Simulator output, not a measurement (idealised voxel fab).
Herein follows the process module entitled voxel fin reveal.
Square cells of 5 nm make up the cross-section cut, whose width is 215 nm.
Notation: cross-section as square-cell grid; stated in bands, top first, going down; one or more cell rows per band.
Band: top and bottom heights (nm) first, top before bottom; then materials from left to right, widths in nm. "everywhere" marks a sole material filling the band edge to edge. "air" denotes empty space.
Heights are reckoned from 0. Under this level, the received wafer is all of one material. The bottommost band is open-ended downward, for example "0..down".
The width entry "30 to 40" should be interpreted row by row: the top row of cells in the band takes the first number, the bottom row takes the second number, and the change between adjacent rows is uniform throughout.
Where the words "everything unchanged" appear for a step, the cross-section shows no cell changed by that step; every cell remained as before.
So "Closed empty spaces" is basically the list of trapped voids: any empty space of 8 cells or more that can't reach the top through an opening. They're written width x height at distance, the distance being from the left edge, and it's all nm.
Heads up: the bit after the settings on a step's line is the simulator's remark on that step.
Regarding "overlay nm": on a step with a mask, it is the distance the mask lay to the right of its planned place; a negative value places it to the left.

Listed below are the process steps as planned
1) RECEIVE, material Si
2) CONFORMAL_DEP, material SiN, thk nm 5
3) DIRECTIONAL_DEP, material aC, thk nm 15
4) PATTERN, tone cover, mask id FINS, material resist, width nm 15, pitch nm 40, thk nm 35, overlay nm 0
5) DIRECTIONAL_ETCH, etch materials aC, depth nm 15
6) STRIP, etch materials resist
7) DIRECTIONAL_ETCH, etch materials SiN, depth nm 5
8) DIRECTIONAL_ETCH, etch materials Si, depth nm 40
9) STRIP, etch materials aC
10) OXIDIZE, depth nm 5
11) FILL_DEP, material SiO2, thk nm 10
12) CMP, height nm 5
13) SELECTIVE_ETCH, etch materials SiO2, depth nm 15
14) STRIP, etch materials SiN
15) CONFORMAL_DEP, material HfO2, thk nm 5

So, the first of our two wafers, run just as we planned it

Cross-section of the wafer upon arrival, representing the state reached after step 1
    0..down  Si everywhere
    Closed empty spaces: none

Wafer section view after processing step 2
    5..0  SiN everywhere
    For the remainder of the cross-section, below 0, there is no change.

Wafer section view after processing step 3
    20..5  aC everywhere
    For the remainder of the cross-section, below 5, there is no change.

Wafer section view after processing step 4
    55..20  air 60 / resist 15 / air 25 / resist 15 / air 25 / resist 15 / air 60
    For the remainder of the cross-section, below 20, there is no change.

Wafer section view after processing step 5
    40..20  air 60 / resist 15 / air 25 / resist 15 / air 25 / resist 15 / air 60
    20..5  air 60 / aC 15 / air 25 / aC 15 / air 25 / aC 15 / air 60
    For the remainder of the cross-section, below 5, there is no change.

Wafer section view after processing step 6
    20..5  air 60 / aC 15 / air 25 / aC 15 / air 25 / aC 15 / air 60
    For the remainder of the cross-section, below 5, there is no change.

Wafer section view after processing step 7
    20..5  air 60 / aC 15 / air 25 / aC 15 / air 25 / aC 15 / air 60
    5..0  air 60 / SiN 15 / air 25 / SiN 15 / air 25 / SiN 15 / air 60
    For the remainder of the cross-section, below 0, there is no change.

Wafer section view after processing step 8
    20..5  air 60 / aC 15 / air 25 / aC 15 / air 25 / aC 15 / air 60
    5..0  air 60 / SiN 15 / air 25 / SiN 15 / air 25 / SiN 15 / air 60
    0..-40  air 60 / Si 15 / air 25 / Si 15 / air 25 / Si 15 / air 60
    For the remainder of the cross-section, below -40, there is no change.

Wafer section view after processing step 9
    5..0  air 60 / SiN 15 / air 25 / SiN 15 / air 25 / SiN 15 / air 60
    For the remainder of the cross-section, below 0, there is no change.

Wafer section view after processing step 10
    5..0  air 60 / SiN 15 / air 25 / SiN 15 / air 25 / SiN 15 / air 60
    0..-40  air 60 / SiO2 5 / Si 5 / SiO2 5 / air 25 / SiO2 5 / Si 5 / SiO2 5 / air 25 / SiO2 5 / Si 5 / SiO2 5 / air 60
    -40..-45  SiO2 65 / Si 5 / SiO2 35 / Si 5 / SiO2 35 / Si 5 / SiO2 65
    For the remainder of the cross-section, below -45, there is no change.

Wafer section view after processing step 11
    15..5  SiO2 everywhere
    5..0  SiO2 60 / SiN 15 / SiO2 25 / SiN 15 / SiO2 25 / SiN 15 / SiO2 60
    0..-45  SiO2 65 / Si 5 / SiO2 35 / Si 5 / SiO2 35 / Si 5 / SiO2 65
    For the remainder of the cross-section, below -45, there is no change.

Wafer section view after processing step 12
    5..0  SiO2 60 / SiN 15 / SiO2 25 / SiN 15 / SiO2 25 / SiN 15 / SiO2 60
    For the remainder of the cross-section, below 0, there is no change.

Wafer section view after processing step 13
    5..0  air 60 / SiN 15 / air 25 / SiN 15 / air 25 / SiN 15 / air 60
    0..-10  air 65 / Si 5 / air 35 / Si 5 / air 35 / Si 5 / air 65
    For the remainder of the cross-section, below -10, there is no change.

Wafer section view after processing step 14
    0..-10  air 65 / Si 5 / air 35 / Si 5 / air 35 / Si 5 / air 65
    For the remainder of the cross-section, below -10, there is no change.

Wafer section view after processing step 15
    5..0  air 60 / HfO2 15 / air 25 / HfO2 15 / air 25 / HfO2 15 / air 60
    0..-5  air 60 / HfO2 5 / Si 5 / HfO2 5 / air 25 / HfO2 5 / Si 5 / HfO2 5 / air 25 / HfO2 5 / Si 5 / HfO2 5 / air 60
    -5..-10  HfO2 65 / Si 5 / HfO2 35 / Si 5 / HfO2 35 / Si 5 / HfO2 65
    For the remainder of the cross-section, below -10, there is no change.

The remaining wafer, second of the two, started like the first and was run to the same plan, except that one mistake was made along the way; the two coincide through step 3, inclusive

X-section, second wafer, when step 4 was due to finish
    55..20  air 55 / resist 15 / air 25 / resist 15 / air 25 / resist 15 / air 65
    For the remainder of the cross-section, below 20, there is no change.

X-section, second wafer, when step 5 was due to finish
    40..20  air 55 / resist 15 / air 25 / resist 15 / air 25 / resist 15 / air 65
    20..5  air 55 / aC 15 / air 25 / aC 15 / air 25 / aC 15 / air 65
    For the remainder of the cross-section, below 5, there is no change.

X-section, second wafer, when step 6 was due to finish
    20..5  air 55 / aC 15 / air 25 / aC 15 / air 25 / aC 15 / air 65
    For the remainder of the cross-section, below 5, there is no change.

X-section, second wafer, when step 7 was due to finish
    20..5  air 55 / aC 15 / air 25 / aC 15 / air 25 / aC 15 / air 65
    5..0  air 55 / SiN 15 / air 25 / SiN 15 / air 25 / SiN 15 / air 65
    For the remainder of the cross-section, below 0, there is no change.

X-section, second wafer, when step 8 was due to finish
    20..5  air 55 / aC 15 / air 25 / aC 15 / air 25 / aC 15 / air 65
    5..0  air 55 / SiN 15 / air 25 / SiN 15 / air 25 / SiN 15 / air 65
    0..-40  air 55 / Si 15 / air 25 / Si 15 / air 25 / Si 15 / air 65
    For the remainder of the cross-section, below -40, there is no change.

X-section, second wafer, when step 9 was due to finish
    5..0  air 55 / SiN 15 / air 25 / SiN 15 / air 25 / SiN 15 / air 65
    For the remainder of the cross-section, below 0, there is no change.

X-section, second wafer, when step 10 was due to finish
    5..0  air 55 / SiN 15 / air 25 / SiN 15 / air 25 / SiN 15 / air 65
    0..-40  air 55 / SiO2 5 / Si 5 / SiO2 5 / air 25 / SiO2 5 / Si 5 / SiO2 5 / air 25 / SiO2 5 / Si 5 / SiO2 5 / air 65
    -40..-45  SiO2 60 / Si 5 / SiO2 35 / Si 5 / SiO2 35 / Si 5 / SiO2 70
    For the remainder of the cross-section, below -45, there is no change.

X-section, second wafer, when step 11 was due to finish
    15..5  SiO2 everywhere
    5..0  SiO2 55 / SiN 15 / SiO2 25 / SiN 15 / SiO2 25 / SiN 15 / SiO2 65
    0..-45  SiO2 60 / Si 5 / SiO2 35 / Si 5 / SiO2 35 / Si 5 / SiO2 70
    For the remainder of the cross-section, below -45, there is no change.

X-section, second wafer, when step 12 was due to finish
    5..0  SiO2 55 / SiN 15 / SiO2 25 / SiN 15 / SiO2 25 / SiN 15 / SiO2 65
    For the remainder of the cross-section, below 0, there is no change.

X-section, second wafer, when step 13 was due to finish
    5..0  air 55 / SiN 15 / air 25 / SiN 15 / air 25 / SiN 15 / air 65
    0..-10  air 60 / Si 5 / air 35 / Si 5 / air 35 / Si 5 / air 70
    For the remainder of the cross-section, below -10, there is no change.

X-section, second wafer, when step 14 was due to finish
    0..-10  air 60 / Si 5 / air 35 / Si 5 / air 35 / Si 5 / air 70
    For the remainder of the cross-section, below -10, there is no change.

X-section, second wafer, when step 15 was due to finish
    5..0  air 55 / HfO2 15 / air 25 / HfO2 15 / air 25 / HfO2 15 / air 65
    0..-5  air 55 / HfO2 5 / Si 5 / HfO2 5 / air 25 / HfO2 5 / Si 5 / HfO2 5 / air 25 / HfO2 5 / Si 5 / HfO2 5 / air 65
    -5..-10  HfO2 60 / Si 5 / HfO2 35 / Si 5 / HfO2 35 / Si 5 / HfO2 70
    For the remainder of the cross-section, below -10, there is no change.
So what did we get wrong on this run? in deviation from the planned setting, step 4 was conducted as PATTERN, tone cover, mask id FINS, material resist, width nm 15, pitch nm 40, thk nm 35, overlay nm -5
The concluding comparison shows that, measured in cells, each material is equally abundant on both wafers, albeit at different positions.
